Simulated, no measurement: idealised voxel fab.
The following is a process module called voxel capacitor over wiring.
Section cut is 155 nm wide and gridded with 5 nm square cells.
Format of a cross-section: grid, square cells. Given as bands. Order: top down. Band: one or more rows of cells. Heights first: top, then bottom, in nm. Then materials, left to right, each with a width in nm. "all across" on a single material: fills the band edge to edge. "air": empty space. Beneath 0, the wafer as received is one material, and that level is where height counting begins. The lowest band goes on downward without a bottom; it is written like "0 and below". Width: "30->40" (first number = top row, second number = bottom row, same change from row to row of cells). Reading "left unchanged" for a step: not a cell of the cross-section changed in it. What "Fully enclosed voids" gives you is every empty space of 8 cells or more that is cut off from the top. Each appears as width x height at distance, with the distance taken from the left edge and width, height and distance all in nm. That trailing text on a step's line, after the settings, is the simulator's own remark on the step. On any step carrying a mask, the "overlay nm" setting, if present on the step's line, tells how far right of its planned place the mask lay; negative values point to the left.
## The process steps that were planned are listed below
1. RECEIVE | material Si
2. CONFORMAL_DEP | material SiO2 | thk nm 10
3. CONFORMAL_DEP | material SiCN | thk nm 5
4. DIRECTIONAL_DEP | material SiO2 | thk nm 20
5. DIRECTIONAL_DEP | material aC | thk nm 15
6. PATTERN | tone open | mask id METAL_1 | material resist | width nm 30 | pitch nm 90 | thk nm 35 | overlay nm 0
7. DIRECTIONAL_ETCH | etch materials aC | depth nm 15
8. STRIP | etch materials resist
9. DIRECTIONAL_ETCH | etch materials SiO2 | depth nm 20
10. DIRECTIONAL_ETCH | etch materials SiCN | depth nm 5
11. STRIP | etch materials aC
12. CONFORMAL_DEP | material TiN | thk nm 5
13. FILL_DEP | material Ru | thk nm 10
14. CMP | height nm 35
15. CONFORMAL_DEP | material SiCN | thk nm 5
16. DIRECTIONAL_DEP | material SiO2 | thk nm 20
17. PATTERN | tone open | mask id PLUG_1 | material resist | width nm 15 | thk nm 20 | overlay nm 0
18. DIRECTIONAL_ETCH | etch materials SiO2 | depth nm 20
19. DIRECTIONAL_ETCH | etch materials SiCN | depth nm 5
20. STRIP | etch materials resist
21. EPI | material Ru | thk nm 10
22. EPI | material Ru | thk nm 10
23. EPI | material Ru | thk nm 5
24. DIRECTIONAL_DEP | material TiN | thk nm 10
25. DIRECTIONAL_DEP | material Al2O3 | thk nm 5
26. DIRECTIONAL_DEP | material TiN | thk nm 10
27. DIRECTIONAL_DEP | material aC | thk nm 15
28. PATTERN | tone cover | mask id UPPER_PLATE | material resist | width nm 65 | thk nm 30 | overlay nm 0
29. DIRECTIONAL_ETCH | etch materials aC | depth nm 15
30. STRIP | etch materials resist
31. DIRECTIONAL_ETCH | etch materials TiN | depth nm 10
32. DIRECTIONAL_ETCH | etch materials Al2O3 | depth nm 5
33. STRIP | etch materials aC
34. DIRECTIONAL_DEP | material aC | thk nm 10
35. PATTERN | tone cover | mask id LOWER_PLATE | material resist | width nm 65 | thk nm 30 | overlay nm 0
36. DIRECTIONAL_ETCH | etch materials aC | depth nm 10
37. STRIP | etch materials resist
38. DIRECTIONAL_ETCH | etch materials TiN | depth nm 10
39. STRIP | etch materials aC
40. FILL_DEP | material SiO2 | thk nm 15
41. CMP | height nm 95
42. DIRECTIONAL_DEP | material aC | thk nm 15
43. PATTERN | tone open | mask id PLUG_2 | material resist | width nm 15 | thk nm 35 | overlay nm 0
44. DIRECTIONAL_ETCH | etch materials aC | depth nm 15
45. STRIP | etch materials resist
46. DIRECTIONAL_ETCH | etch materials SiO2 | depth nm 10
47. STRIP | etch materials aC
48. CONFORMAL_DEP | material TiN | thk nm 5
49. FILL_DEP | material Ru | thk nm 10
50. CMP | height nm 95
51. CONFORMAL_DEP | material SiN | thk nm 5
What sets these wafers apart? The width nm at step 35. They all start alike, and the plan carries the first wafer's value.
## Cross-section of the first incoming wafer of several, state after step 1
- 0 and below: Si all across
- Fully enclosed voids: none
## Shown in cross-section: the first of several wafers at the end of the module, after its last step, step 51
- 100 down to 95: SiN all across
- 95 down to 90: SiO2 40, then TiN 5, then Ru 5, then TiN 5, then SiO2 100
- 90 down to 85: SiO2 40, then TiN 15, then SiO2 100
- 85 down to 75: SiO2 30, then TiN 65, then SiO2 60
- 75 down to 70: SiO2 30, then Al2O3 65, then SiO2 60
- 70 down to 60: SiO2 30, then TiN 65, then SiO2 60
- 60 down to 40: SiO2 30, then Ru 15, then SiO2 110
- 40 down to 35: SiCN 30, then Ru 15, then SiCN 110
- 35 down to 15: SiO2 15, then TiN 5, then Ru 20, then TiN 5, then SiO2 60, then TiN 5, then Ru 20, then TiN 5, then SiO2 20
- 15 down to 10: SiCN 15, then TiN 30, then SiCN 60, then TiN 30, then SiCN 20
- 10 down to 0: SiO2 all across
- 0 and below: Si all across
- Fully enclosed voids: none
## Cross-section at module completion, last wafer
- 100 down to 95: SiN all across
- 95 down to 90: SiO2 40, then TiN 5, then Ru 5, then TiN 5, then SiO2 100
- 90 down to 85: SiO2 40, then TiN 15, then SiO2 100
- 85 down to 75: SiO2 30, then TiN 65, then SiO2 60
- 75 down to 70: SiO2 30, then Al2O3 65, then SiO2 60
- 70 down to 60: SiO2 20, then TiN 90, then SiO2 45
- 60 down to 40: SiO2 30, then Ru 15, then SiO2 110
- 40 down to 35: SiCN 30, then Ru 15, then SiCN 110
- 35 down to 15: SiO2 15, then TiN 5, then Ru 20, then TiN 5, then SiO2 60, then TiN 5, then Ru 20, then TiN 5, then SiO2 20
- 15 down to 10: SiCN 15, then TiN 30, then SiCN 60, then TiN 30, then SiCN 20
- 10 down to 0: SiO2 all across
- 0 and below: Si all across
- Fully enclosed voids: none
## End of module, by wafer: material-by-material cell gain (+) or loss (-) since receipt, then closed voids
width nm 65, +13 Al2O3, +48 Ru, +47 SiCN, +31 SiN, +396 SiO2, +85 TiN, Fully enclosed voids: none
width nm 70, +13 Al2O3, +48 Ru, +47 SiCN, +31 SiN, +394 SiO2, +87 TiN, Fully enclosed voids: none
width nm 75, +13 Al2O3, +48 Ru, +47 SiCN, +31 SiN, +392 SiO2, +89 TiN, Fully enclosed voids: none
width nm 80, +13 Al2O3, +48 Ru, +47 SiCN, +31 SiN, +390 SiO2, +91 TiN, Fully enclosed voids: none
width nm 85, +13 Al2O3, +48 Ru, +47 SiCN, +31 SiN, +388 SiO2, +93 TiN, Fully enclosed voids: none
width nm 90, +13 Al2O3, +48 Ru, +47 SiCN, +31 SiN, +386 SiO2, +95 TiN, Fully enclosed voids: none
